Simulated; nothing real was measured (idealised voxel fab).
The name of this process module is voxel transistor to metal.
Section cut is 270 nm wide and gridded with 5 nm square cells.
Bands, listed from the top down, are how a cross-section gets written in this document; the cross-section itself is a grid of square cells, and a band is one or more rows of them.
Quick guide to a band line: top height, bottom height (nm) up front; then every material left to right with its width in nm. Only one material and it's marked "all across"? Then it fills the band edge to edge. And "air" just means empty space.
Convention: height 0 is the level below which the wafer, as received, is all one material. The lowest band does not terminate at the bottom but continues downward, represented as "from 0 down".
When a width is written as two numbers, as in "30->40", the first number is the width in the top row of cells of the band and the second is the width in its bottom row, and the width changes by the same amount from each row to the next.
When a step is marked "no modification", none of the cells in the cross-section changed during that step.
Any empty space of 8 cells or more lacking an open way to the top shows up in "Catalogued sealed voids" as width x height at distance, distance from the left edge, in nm.
Where a step's line continues beyond its settings, the continuation is a remark by the simulator itself on that step.
When a step includes a mask, the "overlay nm" setting on its line states how far to the right of its planned place that mask lay, and negative values state how far to the left.
Note: before/after cross-section pairs follow, one process step per pair, after-side truncated at the lowest changed band, step and settings given beneath. Different runs of this module on the same starting wafer may supply the pairs; a pair continues the one above only where the "Incoming profile" entry says so.
# Incoming profile
    from 0 down | Si all across
    Catalogued sealed voids: none
# Post-Step Geometry
    from 5 to 0 | SiO2 all across
    Below a height of 0, the structure has not been altered.
    Catalogued sealed voids: none
Formally, the process step situated between the two cross-sections above is CONFORMAL_DEP: material SiO2, thk nm 5
Incoming profile: see the after view in the pair directly above.
# Post-Step Geometry
    from 20 to 5 | SiN all across
    Below a height of 5, the structure has not been altered.
    Catalogued sealed voids: none
Formally, the process step situated between the two cross-sections above is CONFORMAL_DEP: material SiN, thk nm 15
Incoming profile: see the after view in the pair directly above.
# Post-Step Geometry
    from 40 to 20 | 20 nm air  100 nm resist  30 nm air  100 nm resist  20 nm air
    Below a height of 20, the structure has not been altered.
    Catalogued sealed voids: none
Formally, the process step situated between the two cross-sections above is PATTERN: tone cover, mask id ACTIVE, material resist, width nm 100, pitch nm 130, thk nm 20, overlay nm 0
Incoming profile: see the after view in the pair directly above.
# Post-Step Geometry
    from 40 to 20 | 20 nm air  100 nm resist  30 nm air  100 nm resist  20 nm air
    from 20 to 5 | 20 nm air  100 nm SiN  30 nm air  100 nm SiN  20 nm air
    Below a height of 5, the structure has not been altered.
    Catalogued sealed voids: none
Formally, the process step situated between the two cross-sections above is DIRECTIONAL_ETCH: etch materials SiN, depth nm 15
Incoming profile: see the after view in the pair directly above.
# Post-Step Geometry
    from 40 to 20 | 20 nm air  100 nm resist  30 nm air  100 nm resist  20 nm air
    from 20 to 5 | 20 nm air  100 nm SiN  30 nm air  100 nm SiN  20 nm air
    from 5 to 0 | 20 nm air  100 nm SiO2  30 nm air  100 nm SiO2  20 nm air
    Below a height of 0, the structure has not been altered.
    Catalogued sealed voids: none
Formally, the process step situated between the two cross-sections above is DIRECTIONAL_ETCH: etch materials SiO2, depth nm 5
Incoming profile: see the after view in the pair directly above.
# Post-Step Geometry
    from 40 to 20 | 20 nm air  100 nm resist  30 nm air  100 nm resist  20 nm air
    from 20 to 5 | 20 nm air  100 nm SiN  30 nm air  100 nm SiN  20 nm air
    from 5 to 0 | 20 nm air  100 nm SiO2  30 nm air  100 nm SiO2  20 nm air
    from 0 to -30 | 20 nm air  100 nm Si  30 nm air  100 nm Si  20 nm air
    Below a height of -30, the structure has not been altered.
    Catalogued sealed voids: none
Formally, the process step situated between the two cross-sections above is DIRECTIONAL_ETCH: etch materials Si, depth nm 30
Incoming profile: see the after view in the pair directly above.
# Post-Step Geometry
    from 20 to 5 | 20 nm air  100 nm SiN  30 nm air  100 nm SiN  20 nm air
    Below a height of 5, the structure has not been altered.
    Catalogued sealed voids: none
Formally, the process step situated between the two cross-sections above is STRIP: etch materials resist
Incoming profile: see the after view in the pair directly above.
# Post-Step Geometry
    from 20 to 5 | 20 nm air  100 nm SiN  30 nm air  100 nm SiN  20 nm air
    from 5 to 0 | 20 nm air  100 nm SiO2  30 nm air  100 nm SiO2  20 nm air
    from 0 to -30 | 20 nm air  5 nm SiO2  90 nm Si  5 nm SiO2  30 nm air  5 nm SiO2  90 nm Si  5 nm SiO2  20 nm air
    from -30 to -35 | 25 nm SiO2  90 nm Si  40 nm SiO2  90 nm Si  25 nm SiO2
    Below a height of -35, the structure has not been altered.
    Catalogued sealed voids: none
Formally, the process step situated between the two cross-sections above is OXIDIZE: depth nm 5
Incoming profile: see the after view in the pair directly above.
# Post-Step Geometry
    from 25 to 20 | SiO2 all across
    from 20 to 5 | 20 nm SiO2  100 nm SiN  30 nm SiO2  100 nm SiN  20 nm SiO2
    from 5 to 0 | SiO2 all across
    from 0 to -35 | 25 nm SiO2  90 nm Si  40 nm SiO2  90 nm Si  25 nm SiO2
    Below a height of -35, the structure has not been altered.
    Catalogued sealed voids: none
Formally, the process step situated between the two cross-sections above is FILL_DEP: material SiO2, thk nm 5
Incoming profile: see the after view in the pair directly above.
# Post-Step Geometry
    from 20 to 5 | 20 nm SiO2  100 nm SiN  30 nm SiO2  100 nm SiN  20 nm SiO2
    Below a height of 5, the structure has not been altered.
    Catalogued sealed voids: none
Formally, the process step situated between the two cross-sections above is CMP: height nm 20
Incoming profile: see the after view in the pair directly above.
# Post-Step Geometry
    from 20 to 5 | 20 nm air  100 nm SiN  30 nm air  100 nm SiN  20 nm air
    Below a height of 5, the structure has not been altered.
    Catalogued sealed voids: none
Formally, the process step situated between the two cross-sections above is SELECTIVE_ETCH: etch materials SiO2, depth nm 15
Incoming profile: see the after view in the pair directly above.
# Post-Step Geometry
    from 5 to 0 | SiO2 all across
    Below a height of 0, the structure has not been altered.
    Catalogued sealed voids: none
Formally, the process step situated between the two cross-sections above is STRIP: etch materials SiN
Incoming profile: see the after view in the pair directly above.
# Post-Step Geometry
    from 0 to -35 | 25 nm SiO2  90 nm Si  40 nm SiO2  90 nm Si  25 nm SiO2
    Below a height of -35, the structure has not been altered.
    Catalogued sealed voids: none
Formally, the process step situated between the two cross-sections above is SELECTIVE_ETCH: etch materials SiO2, depth nm 5
Incoming profile: see the after view in the pair directly above.
# Post-Step Geometry
    from 0 to -5 | SiO2 all across
    Below a height of -5, the structure has not been altered.
    Catalogued sealed voids: none
Formally, the process step situated between the two cross-sections above is OXIDIZE: depth nm 5
Incoming profile: see the after view in the pair directly above.
# Post-Step Geometry
    from 25 to 0 | polySi all across
    Below a height of 0, the structure has not been altered.
    Catalogued sealed voids: none
Formally, the process step situated between the two cross-sections above is DIRECTIONAL_DEP: material polySi, thk nm 25
Incoming profile: see the after view in the pair directly above.
# Post-Step Geometry
    from 35 to 25 | SiCN all across
    Below a height of 25, the structure has not been altered.
    Catalogued sealed voids: none
Formally, the process step situated between the two cross-sections above is DIRECTIONAL_DEP: material SiCN, thk nm 10
Incoming profile: see the after view in the pair directly above.
# Post-Step Geometry
    from 35 to 25 | 60 nm air  20 nm SiCN  110 nm air  20 nm SiCN  60 nm air
    Below a height of 25, the structure has not been altered.
    Catalogued sealed voids: none
Formally, the process step situated between the two cross-sections above is MASKED_ETCH: tone cover, mask id GATE, width nm 20, pitch nm 130, etch materials SiCN, depth nm 20, overlay nm 0
Incoming profile: see the after view in the pair directly above.
# Post-Step Geometry
    from 35 to 25 | 60 nm air  20 nm SiCN  110 nm air  20 nm SiCN  60 nm air
    from 25 to 0 | 60 nm air  20 nm polySi  110 nm air  20 nm polySi  60 nm air
    Below a height of 0, the structure has not been altered.
    Catalogued sealed voids: none
Formally, the process step situated between the two cross-sections above is MASKED_ETCH: tone cover, mask id GATE, width nm 20, pitch nm 130, etch materials polySi, depth nm 35, overlay nm 0
Incoming profile: see the after view in the pair directly above.
# Post-Step Geometry
    from 40 to 35 | 55 nm air  30 nm SiO2  100 nm air  30 nm SiO2  55 nm air
    from 35 to 25 | 55 nm air  5 nm SiO2  20 nm SiCN  5 nm SiO2  100 nm air  5 nm SiO2  20 nm SiCN  5 nm SiO2  55 nm air
    from 25 to 5 | 55 nm air  5 nm SiO2  20 nm polySi  5 nm SiO2  100 nm air  5 nm SiO2  20 nm polySi  5 nm SiO2  55 nm air
    from 5 to 0 | 60 nm SiO2  20 nm polySi  110 nm SiO2  20 nm polySi  60 nm SiO2
    Below a height of 0, the structure has not been altered.
    Catalogued sealed voids: none
Formally, the process step situated between the two cross-sections above is CONFORMAL_DEP: material SiO2, thk nm 5
Incoming profile: see the after view in the pair directly above.
# Post-Step Geometry
    from 35 to 25 | 55 nm air  5 nm SiO2  20 nm SiCN  5 nm SiO2  100 nm air  5 nm SiO2  20 nm SiCN  5 nm SiO2  55 nm air
    from 25 to 0 | 55 nm air  5 nm SiO2  20 nm polySi  5 nm SiO2  100 nm air  5 nm SiO2  20 nm polySi  5 nm SiO2  55 nm air
    Below a height of 0, the structure has not been altered.
    Catalogued sealed voids: none
Formally, the process step situated between the two cross-sections above is DIRECTIONAL_ETCH: etch materials SiO2, depth nm 5
Incoming profile: see the after view in the pair directly above.
# Post-Step Geometry
    from 40 to 35 | 50 nm air  40 nm SiN  90 nm air  40 nm SiN  50 nm air
    from 35 to 25 | 50 nm air  5 nm SiN  5 nm SiO2  20 nm SiCN  5 nm SiO2  5 nm SiN  90 nm air  5 nm SiN  5 nm SiO2  20 nm SiCN  5 nm SiO2  5 nm SiN  50 nm air
    from 25 to 5 | 50 nm air  5 nm SiN  5 nm SiO2  20 nm polySi  5 nm SiO2  5 nm SiN  90 nm air  5 nm SiN  5 nm SiO2  20 nm polySi  5 nm SiO2  5 nm SiN  50 nm air
    from 5 to 0 | 55 nm SiN  5 nm SiO2  20 nm polySi  5 nm SiO2  100 nm SiN  5 nm SiO2  20 nm polySi  5 nm SiO2  55 nm SiN
    Below a height of 0, the structure has not been altered.
    Catalogued sealed voids: none
Formally, the process step situated between the two cross-sections above is CONFORMAL_DEP: material SiN, thk nm 5
Incoming profile: see the after view in the pair directly above.
# Post-Step Geometry
    from 35 to 25 | 50 nm air  5 nm SiN  5 nm SiO2  20 nm SiCN  5 nm SiO2  5 nm SiN  90 nm air  5 nm SiN  5 nm SiO2  20 nm SiCN  5 nm SiO2  5 nm SiN  50 nm air
    from 25 to 0 | 50 nm air  5 nm SiN  5 nm SiO2  20 nm polySi  5 nm SiO2  5 nm SiN  90 nm air  5 nm SiN  5 nm SiO2  20 nm polySi  5 nm SiO2  5 nm SiN  50 nm air
    Below a height of 0, the structure has not been altered.
    Catalogued sealed voids: none
Formally, the process step situated between the two cross-sections above is DIRECTIONAL_ETCH: etch materials SiN, depth nm 5
Incoming profile: see the after view in the pair directly above.
# Post-Step Geometry
    from 35 to 30 | 50 nm air  5 nm SiN  5 nm air  20 nm SiCN  5 nm air  5 nm SiN  90 nm air  5 nm SiN  5 nm air  20 nm SiCN  5 nm air  5 nm SiN  50 nm air
    from 30 to 25 | 50 nm air  5 nm SiN  5 nm SiO2  20 nm SiCN  5 nm SiO2  5 nm SiN  90 nm air  5 nm SiN  5 nm SiO2  20 nm SiCN  5 nm SiO2  5 nm SiN  50 nm air
    from 25 to 0 | 50 nm air  5 nm SiN  5 nm SiO2  20 nm polySi  5 nm SiO2  5 nm SiN  90 nm air  5 nm SiN  5 nm SiO2  20 nm polySi  5 nm SiO2  5 nm SiN  50 nm air
    from 0 to -5 | 50 nm air  40 nm SiO2  90 nm air  40 nm SiO2  50 nm air
    Below a height of -5, the structure has not been altered.
    Catalogued sealed voids: none
Formally, the process step situated between the two cross-sections above is DIRECTIONAL_ETCH: etch materials SiO2, depth nm 5
Incoming profile: see the after view in the pair directly above.
# Post-Step Geometry
    from 35 to 30 | 50 nm air  5 nm SiN  5 nm air  20 nm SiCN  5 nm air  5 nm SiN  90 nm air  5 nm SiN  5 nm air  20 nm SiCN  5 nm air  5 nm SiN  50 nm air
    from 30 to 25 | 50 nm air  5 nm SiN  5 nm SiO2  20 nm SiCN  5 nm SiO2  5 nm SiN  90 nm air  5 nm SiN  5 nm SiO2  20 nm SiCN  5 nm SiO2  5 nm SiN  50 nm air
    from 25 to 0 | 50 nm air  5 nm SiN  5 nm SiO2  20 nm polySi  5 nm SiO2  5 nm SiN  90 nm air  5 nm SiN  5 nm SiO2  20 nm polySi  5 nm SiO2  5 nm SiN  50 nm air
    from 0 to -5 | 50 nm air  40 nm SiO2  90 nm air  40 nm SiO2  50 nm air
    from -5 to -20 | 25 nm SiO2  25 nm air  40 nm Si  25 nm air  40 nm SiO2  25 nm air  40 nm Si  25 nm air  25 nm SiO2
    Below a height of -20, the structure has not been altered.
    Catalogued sealed voids: none
Formally, the process step situated between the two cross-sections above is DIRECTIONAL_ETCH: etch materials Si, depth nm 15
Incoming profile: see the after view in the pair directly above.
# Post-Step Geometry
    from 35 to 30 | 50 nm air  5 nm SiN  5 nm air  20 nm SiCN  5 nm air  5 nm SiN  90 nm air  5 nm SiN  5 nm air  20 nm SiCN  5 nm air  5 nm SiN  50 nm air
    from 30 to 25 | 50 nm air  5 nm SiN  5 nm SiO2  20 nm SiCN  5 nm SiO2  5 nm SiN  90 nm air  5 nm SiN  5 nm SiO2  20 nm SiCN  5 nm SiO2  5 nm SiN  50 nm air
    from 25 to 15 | 50 nm air  5 nm SiN  5 nm SiO2  20 nm polySi  5 nm SiO2  5 nm SiN  90 nm air  5 nm SiN  5 nm SiO2  20 nm polySi  5 nm SiO2  5 nm SiN  50 nm air
    from 15 to 0 | 30 nm air  20 nm pSi  5 nm SiN  5 nm SiO2  20 nm polySi  5 nm SiO2  5 nm SiN  20 nm pSi  50 nm air  20 nm pSi  5 nm SiN  5 nm SiO2  20 nm polySi  5 nm SiO2  5 nm SiN  20 nm pSi  30 nm air
    from 0 to -5 | 20 nm air  30 nm pSi  40 nm SiO2  30 nm pSi  30 nm air  30 nm pSi  40 nm SiO2  30 nm pSi  20 nm air
    from -5 to -20 | 25 nm SiO2  25 nm pSi  40 nm Si  25 nm pSi  40 nm SiO2  25 nm pSi  40 nm Si  25 nm pSi  25 nm SiO2
    Below a height of -20, the structure has not been altered.
    Catalogued sealed voids: none
Formally, the process step situated between the two cross-sections above is EPI: material pSi, thk nm 20
Incoming profile: see the after view in the pair directly above.
# Post-Step Geometry
    from 40 to 35 | SiO2 all across
    from 35 to 25 | 50 nm SiO2  5 nm SiN  5 nm SiO2  20 nm SiCN  5 nm SiO2  5 nm SiN  90 nm SiO2  5 nm SiN  5 nm SiO2  20 nm SiCN  5 nm SiO2  5 nm SiN  50 nm SiO2
    from 25 to 15 | 50 nm SiO2  5 nm SiN  5 nm SiO2  20 nm polySi  5 nm SiO2  5 nm SiN  90 nm SiO2  5 nm SiN  5 nm SiO2  20 nm polySi  5 nm SiO2  5 nm SiN  50 nm SiO2
    from 15 to 0 | 30 nm SiO2  20 nm pSi  5 nm SiN  5 nm SiO2  20 nm polySi  5 nm SiO2  5 nm SiN  20 nm pSi  50 nm SiO2  20 nm pSi  5 nm SiN  5 nm SiO2  20 nm polySi  5 nm SiO2  5 nm SiN  20 nm pSi  30 nm SiO2
    from 0 to -5 | 20 nm SiO2  30 nm pSi  40 nm SiO2  30 nm pSi  30 nm SiO2  30 nm pSi  40 nm SiO2  30 nm pSi  20 nm SiO2
    Below a height of -5, the structure has not been altered.
    Catalogued sealed voids: none
Formally, the process step situated between the two cross-sections above is FILL_DEP: material SiO2, thk nm 5
Incoming profile: see the after view in the pair directly above.
# Post-Step Geometry
    from 35 to 25 | 50 nm SiO2  5 nm SiN  5 nm SiO2  20 nm SiCN  5 nm SiO2  5 nm SiN  90 nm SiO2  5 nm SiN  5 nm SiO2  20 nm SiCN  5 nm SiO2  5 nm SiN  50 nm SiO2
    Below a height of 25, the structure has not been altered.
    Catalogued sealed voids: none
Formally, the process step situated between the two cross-sections above is CMP: height nm 35
Incoming profile: see the after view in the pair directly above.
# Post-Step Geometry
    from 50 to 35 | SiO2 all across
    Below a height of 35, the structure has not been altered.
    Catalogued sealed voids: none
Formally, the process step situated between the two cross-sections above is DIRECTIONAL_DEP: material SiO2, thk nm 15
Incoming profile: see the after view in the pair directly above.
# Post-Step Geometry
    from 50 to 35 | 25 nm SiO2  15 nm air  60 nm SiO2  15 nm air  40 nm SiO2  15 nm air  60 nm SiO2  15 nm air  25 nm SiO2
    from 35 to 25 | 25 nm SiO2  15 nm air  10 nm SiO2  5 nm SiN  5 nm SiO2  20 nm SiCN  5 nm SiO2  5 nm SiN  10 nm SiO2  15 nm air  40 nm SiO2  15 nm air  10 nm SiO2  5 nm SiN  5 nm SiO2  20 nm SiCN  5 nm SiO2  5 nm SiN  10 nm SiO2  15 nm air  25 nm SiO2
    from 25 to 15 | 25 nm SiO2  15 nm air  10 nm SiO2  5 nm SiN  5 nm SiO2  20 nm polySi  5 nm SiO2  5 nm SiN  10 nm SiO2  15 nm air  40 nm SiO2  15 nm air  10 nm SiO2  5 nm SiN  5 nm SiO2  20 nm polySi  5 nm SiO2  5 nm SiN  10 nm SiO2  15 nm air  25 nm SiO2
    from 15 to 0 | 25 nm SiO2  5 nm air  20 nm pSi  5 nm SiN  5 nm SiO2  20 nm polySi  5 nm SiO2  5 nm SiN  20 nm pSi  5 nm air  40 nm SiO2  5 nm air  20 nm pSi  5 nm SiN  5 nm SiO2  20 nm polySi  5 nm SiO2  5 nm SiN  20 nm pSi  5 nm air  25 nm SiO2
    Below a height of 0, the structure has not been altered.
    Catalogued sealed voids: none
Formally, the process step situated between the two cross-sections above is MASKED_ETCH: tone open, mask id CONTACT, width nm 15, etch materials SiO2, depth nm 50, overlay nm 0
Incoming profile: see the after view in the pair directly above.
# Post-Step Geometry
    from 55 to 50 | 30 nm TiN  5 nm air  70 nm TiN  5 nm air  50 nm TiN  5 nm air  70 nm TiN  5 nm air  30 nm TiN
    from 50 to 35 | 25 nm SiO2  5 nm TiN  5 nm air  5 nm TiN  60 nm SiO2  5 nm TiN  5 nm air  5 nm TiN  40 nm SiO2  5 nm TiN  5 nm air  5 nm TiN  60 nm SiO2  5 nm TiN  5 nm air  5 nm TiN  25 nm SiO2
    from 35 to 25 | 25 nm SiO2  5 nm TiN  5 nm air  5 nm TiN  10 nm SiO2  5 nm SiN  5 nm SiO2  20 nm SiCN  5 nm SiO2  5 nm SiN  10 nm SiO2  5 nm TiN  5 nm air  5 nm TiN  40 nm SiO2  5 nm TiN  5 nm air  5 nm TiN  10 nm SiO2  5 nm SiN  5 nm SiO2  20 nm SiCN  5 nm SiO2  5 nm SiN  10 nm SiO2  5 nm TiN  5 nm air  5 nm TiN  25 nm SiO2
    from 25 to 20 | 25 nm SiO2  5 nm TiN  5 nm air  5 nm TiN  10 nm SiO2  5 nm SiN  5 nm SiO2  20 nm polySi  5 nm SiO2  5 nm SiN  10 nm SiO2  5 nm TiN  5 nm air  5 nm TiN  40 nm SiO2  5 nm TiN  5 nm air  5 nm TiN  10 nm SiO2  5 nm SiN  5 nm SiO2  20 nm polySi  5 nm SiO2  5 nm SiN  10 nm SiO2  5 nm TiN  5 nm air  5 nm TiN  25 nm SiO2
    from 20 to 15 | 25 nm SiO2  15 nm TiN  10 nm SiO2  5 nm SiN  5 nm SiO2  20 nm polySi  5 nm SiO2  5 nm SiN  10 nm SiO2  15 nm TiN  40 nm SiO2  15 nm TiN  10 nm SiO2  5 nm SiN  5 nm SiO2  20 nm polySi  5 nm SiO2  5 nm SiN  10 nm SiO2  15 nm TiN  25 nm SiO2
    from 15 to 0 | 25 nm SiO2  5 nm TiN  20 nm pSi  5 nm SiN  5 nm SiO2  20 nm polySi  5 nm SiO2  5 nm SiN  20 nm pSi  5 nm TiN  40 nm SiO2  5 nm TiN  20 nm pSi  5 nm SiN  5 nm SiO2  20 nm polySi  5 nm SiO2  5 nm SiN  20 nm pSi  5 nm TiN  25 nm SiO2
    Below a height of 0, the structure has not been altered.
    Catalogued sealed voids: none
Formally, the process step situated between the two cross-sections above is CONFORMAL_DEP: material TiN, thk nm 5
Incoming profile: see the after view in the pair directly above.
# Post-Step Geometry
    from 65 to 55 | Ru all across
    from 55 to 50 | 30 nm TiN  5 nm Ru  70 nm TiN  5 nm Ru  50 nm TiN  5 nm Ru  70 nm TiN  5 nm Ru  30 nm TiN
    from 50 to 35 | 25 nm SiO2  5 nm TiN  5 nm Ru  5 nm TiN  60 nm SiO2  5 nm TiN  5 nm Ru  5 nm TiN  40 nm SiO2  5 nm TiN  5 nm Ru  5 nm TiN  60 nm SiO2  5 nm TiN  5 nm Ru  5 nm TiN  25 nm SiO2
    from 35 to 25 | 25 nm SiO2  5 nm TiN  5 nm Ru  5 nm TiN  10 nm SiO2  5 nm SiN  5 nm SiO2  20 nm SiCN  5 nm SiO2  5 nm SiN  10 nm SiO2  5 nm TiN  5 nm Ru  5 nm TiN  40 nm SiO2  5 nm TiN  5 nm Ru  5 nm TiN  10 nm SiO2  5 nm SiN  5 nm SiO2  20 nm SiCN  5 nm SiO2  5 nm SiN  10 nm SiO2  5 nm TiN  5 nm Ru  5 nm TiN  25 nm SiO2
    from 25 to 20 | 25 nm SiO2  5 nm TiN  5 nm Ru  5 nm TiN  10 nm SiO2  5 nm SiN  5 nm SiO2  20 nm polySi  5 nm SiO2  5 nm SiN  10 nm SiO2  5 nm TiN  5 nm Ru  5 nm TiN  40 nm SiO2  5 nm TiN  5 nm Ru  5 nm TiN  10 nm SiO2  5 nm SiN  5 nm SiO2  20 nm polySi  5 nm SiO2  5 nm SiN  10 nm SiO2  5 nm TiN  5 nm Ru  5 nm TiN  25 nm SiO2
    Below a height of 20, the structure has not been altered.
    Catalogued sealed voids: none
Formally, the process step situated between the two cross-sections above is FILL_DEP: material Ru, thk nm 10
Incoming profile: see the after view in the pair directly above.
# Post-Step Geometry
    from 50 to 35 | 25 nm SiO2  5 nm TiN  5 nm Ru  5 nm TiN  60 nm SiO2  5 nm TiN  5 nm Ru  5 nm TiN  40 nm SiO2  5 nm TiN  5 nm Ru  5 nm TiN  60 nm SiO2  5 nm TiN  5 nm Ru  5 nm TiN  25 nm SiO2
    Below a height of 35, the structure has not been altered.
    Catalogued sealed voids: none
Formally, the process step situated between the two cross-sections above is CMP: height nm 50
Incoming profile: see the after view in the pair directly above.
# Post-Step Geometry
    from 55 to 50 | SiN all across
    Below a height of 50, the structure has not been altered.
    Catalogued sealed voids: none
Formally, the process step situated between the two cross-sections above is CONFORMAL_DEP: material SiN, thk nm 5
Incoming profile: see the after view in the pair directly above.
# Post-Step Geometry
    from 70 to 55 | lowk all across
    Below a height of 55, the structure has not been altered.
    Catalogued sealed voids: none
Formally, the process step situated between the two cross-sections above is DIRECTIONAL_DEP: material lowk, thk nm 15
Incoming profile: see the after view in the pair directly above.
# Post-Step Geometry
    from 90 to 70 | 25 nm resist  15 nm air  60 nm resist  15 nm air  40 nm resist  15 nm air  60 nm resist  15 nm air  25 nm resist
    Below a height of 70, the structure has not been altered.
    Catalogued sealed voids: none
Formally, the process step situated between the two cross-sections above is PATTERN: tone open, mask id METAL_1, material resist, width nm 15, thk nm 20, overlay nm 0
Incoming profile: see the after view in the pair directly above.
# Post-Step Geometry
    from 90 to 70 | 25 nm resist  15 nm air  60 nm resist  15 nm air  40 nm resist  15 nm air  60 nm resist  15 nm air  25 nm resist
    from 70 to 55 | 25 nm lowk  15 nm air  60 nm lowk  15 nm air  40 nm lowk  15 nm air  60 nm lowk  15 nm air  25 nm lowk
    Below a height of 55, the structure has not been altered.
    Catalogued sealed voids: none
Formally, the process step situated between the two cross-sections above is DIRECTIONAL_ETCH: etch materials lowk, depth nm 15
Incoming profile: see the after view in the pair directly above.
# Post-Step Geometry
    from 90 to 70 | 25 nm resist  15 nm air  60 nm resist  15 nm air  40 nm resist  15 nm air  60 nm resist  15 nm air  25 nm resist
    from 70 to 55 | 25 nm lowk  15 nm air  60 nm lowk  15 nm air  40 nm lowk  15 nm air  60 nm lowk  15 nm air  25 nm lowk
    from 55 to 50 | 25 nm SiN  15 nm air  60 nm SiN  15 nm air  40 nm SiN  15 nm air  60 nm SiN  15 nm air  25 nm SiN
    Below a height of 50, the structure has not been altered.
    Catalogued sealed voids: none
Formally, the process step situated between the two cross-sections above is DIRECTIONAL_ETCH: etch materials SiN, depth nm 5
Incoming profile: see the after view in the pair directly above.
# Post-Step Geometry
    from 70 to 55 | 25 nm lowk  15 nm air  60 nm lowk  15 nm air  40 nm lowk  15 nm air  60 nm lowk  15 nm air  25 nm lowk
    Below a height of 55, the structure has not been altered.
    Catalogued sealed voids: none
Formally, the process step situated between the two cross-sections above is STRIP: etch materials resist
Incoming profile: see the after view in the pair directly above.
# Post-Step Geometry
    from 75 to 70 | 30 nm TiN  5 nm air  70 nm TiN  5 nm air  50 nm TiN  5 nm air  70 nm TiN  5 nm air  30 nm TiN
    from 70 to 55 | 25 nm lowk  5 nm TiN  5 nm air  5 nm TiN  60 nm lowk  5 nm TiN  5 nm air  5 nm TiN  40 nm lowk  5 nm TiN  5 nm air  5 nm TiN  60 nm lowk  5 nm TiN  5 nm air  5 nm TiN  25 nm lowk
    from 55 to 50 | 25 nm SiN  15 nm TiN  60 nm SiN  15 nm TiN  40 nm SiN  15 nm TiN  60 nm SiN  15 nm TiN  25 nm SiN
    Below a height of 50, the structure has not been altered.
    Catalogued sealed voids: none
Formally, the process step situated between the two cross-sections above is CONFORMAL_DEP: material TiN, thk nm 5
Incoming profile: see the after view in the pair directly above.
# Post-Step Geometry
    from 80 to 75 | W all across
    from 75 to 70 | 30 nm TiN  5 nm W  70 nm TiN  5 nm W  50 nm TiN  5 nm W  70 nm TiN  5 nm W  30 nm TiN
    from 70 to 55 | 25 nm lowk  5 nm TiN  5 nm W  5 nm TiN  60 nm lowk  5 nm TiN  5 nm W  5 nm TiN  40 nm lowk  5 nm TiN  5 nm W  5 nm TiN  60 nm lowk  5 nm TiN  5 nm W  5 nm TiN  25 nm lowk
    Below a height of 55, the structure has not been altered.
    Catalogued sealed voids: none
Formally, the process step situated between the two cross-sections above is FILL_DEP: material W, thk nm 5
Incoming profile: see the after view in the pair directly above.
# Post-Step Geometry
    from 70 to 55 | 25 nm lowk  5 nm TiN  5 nm W  5 nm TiN  60 nm lowk  5 nm TiN  5 nm W  5 nm TiN  40 nm lowk  5 nm TiN  5 nm W  5 nm TiN  60 nm lowk  5 nm TiN  5 nm W  5 nm TiN  25 nm lowk
    Below a height of 55, the structure has not been altered.
    Catalogued sealed voids: none
Formally, the process step situated between the two cross-sections above is CMP: height nm 70
Incoming profile: see the after view in the pair directly above.
# Post-Step Geometry
    from 75 to 70 | 20 nm air  25 nm Ru  50 nm air  25 nm Ru  30 nm air  25 nm Ru  50 nm air  25 nm Ru  20 nm air
    Below a height of 70, the structure has not been altered.
    Catalogued sealed voids: none
Formally, the process step situated between the two cross-sections above is EPI: material Ru, thk nm 5
Incoming profile: see the after view in the pair directly above.
# Post-Step Geometry
    from 80 to 75 | SiCN all across
    from 75 to 70 | 20 nm SiCN  25 nm Ru  50 nm SiCN  25 nm Ru  30 nm SiCN  25 nm Ru  50 nm SiCN  25 nm Ru  20 nm SiCN
    Below a height of 70, the structure has not been altered.
    Catalogued sealed voids: none
Formally, the process step situated between the two cross-sections above is FILL_DEP: material SiCN, thk nm 5
# Incoming profile
    from 35 to 25 | 60 nm air  20 nm SiCN  110 nm air  20 nm SiCN  60 nm air
    from 25 to 0 | 60 nm air  20 nm polySi  110 nm air  20 nm polySi  60 nm air
    from 0 to -5 | SiO2 all across
    from -5 to -35 | 25 nm SiO2  90 nm Si  40 nm SiO2  90 nm Si  25 nm SiO2
    from -35 down | Si all across
    Catalogued sealed voids: none
# Post-Step Geometry
    from 35 to 25 | 60 nm air  20 nm SiCN  110 nm air  20 nm SiCN  60 nm air
    from 25 to 0 | 60 nm air  20 nm polySi  110 nm air  20 nm polySi  60 nm air
    from 0 to -5 | 60 nm air  20 nm SiO2  110 nm air  20 nm SiO2  60 nm air
    Below a height of -5, the structure has not been altered.
    Catalogued sealed voids: none
Formally, the process step situated between the two cross-sections above is DIRECTIONAL_ETCH: etch materials SiO2, depth nm 5
Incoming profile: see the after view in the pair directly above.
# Post-Step Geometry
    from 40 to 35 | 55 nm air  30 nm SiN  100 nm air  30 nm SiN  55 nm air
    from 35 to 25 | 55 nm air  5 nm SiN  20 nm SiCN  5 nm SiN  100 nm air  5 nm SiN  20 nm SiCN  5 nm SiN  55 nm air
    from 25 to 0 | 55 nm air  5 nm SiN  20 nm polySi  5 nm SiN  100 nm air  5 nm SiN  20 nm polySi  5 nm SiN  55 nm air
    from 0 to -5 | 60 nm SiN  20 nm SiO2  110 nm SiN  20 nm SiO2  60 nm SiN
    Below a height of -5, the structure has not been altered.
    Catalogued sealed voids: none
Formally, the process step situated between the two cross-sections above is CONFORMAL_DEP: material SiN, thk nm 5
Incoming profile: see the after view in the pair directly above.
# Post-Step Geometry
    from 35 to 25 | 55 nm air  5 nm SiN  20 nm SiCN  5 nm SiN  100 nm air  5 nm SiN  20 nm SiCN  5 nm SiN  55 nm air
    from 25 to 0 | 55 nm air  5 nm SiN  20 nm polySi  5 nm SiN  100 nm air  5 nm SiN  20 nm polySi  5 nm SiN  55 nm air
    from 0 to -5 | 55 nm air  5 nm SiN  20 nm SiO2  5 nm SiN  100 nm air  5 nm SiN  20 nm SiO2  5 nm SiN  55 nm air
    Below a height of -5, the structure has not been altered.
    Catalogued sealed voids: none
Formally, the process step situated between the two cross-sections above is DIRECTIONAL_ETCH: etch materials SiN, depth nm 5
Incoming profile: see the after view in the pair directly above.
# Post-Step Geometry
    from 35 to 25 | 55 nm air  5 nm SiN  20 nm SiCN  5 nm SiN  100 nm air  5 nm SiN  20 nm SiCN  5 nm SiN  55 nm air
    from 25 to 0 | 55 nm air  5 nm SiN  20 nm polySi  5 nm SiN  100 nm air  5 nm SiN  20 nm polySi  5 nm SiN  55 nm air
    from 0 to -5 | 55 nm air  5 nm SiN  20 nm SiO2  5 nm SiN  100 nm air  5 nm SiN  20 nm SiO2  5 nm SiN  55 nm air
    from -5 to -10 | 25 nm air  90 nm Si  40 nm air  90 nm Si  25 nm air
    Below a height of -10, the structure has not been altered.
    Catalogued sealed voids: none
Formally, the process step situated between the two cross-sections above is DIRECTIONAL_ETCH: etch materials SiO2, depth nm 5
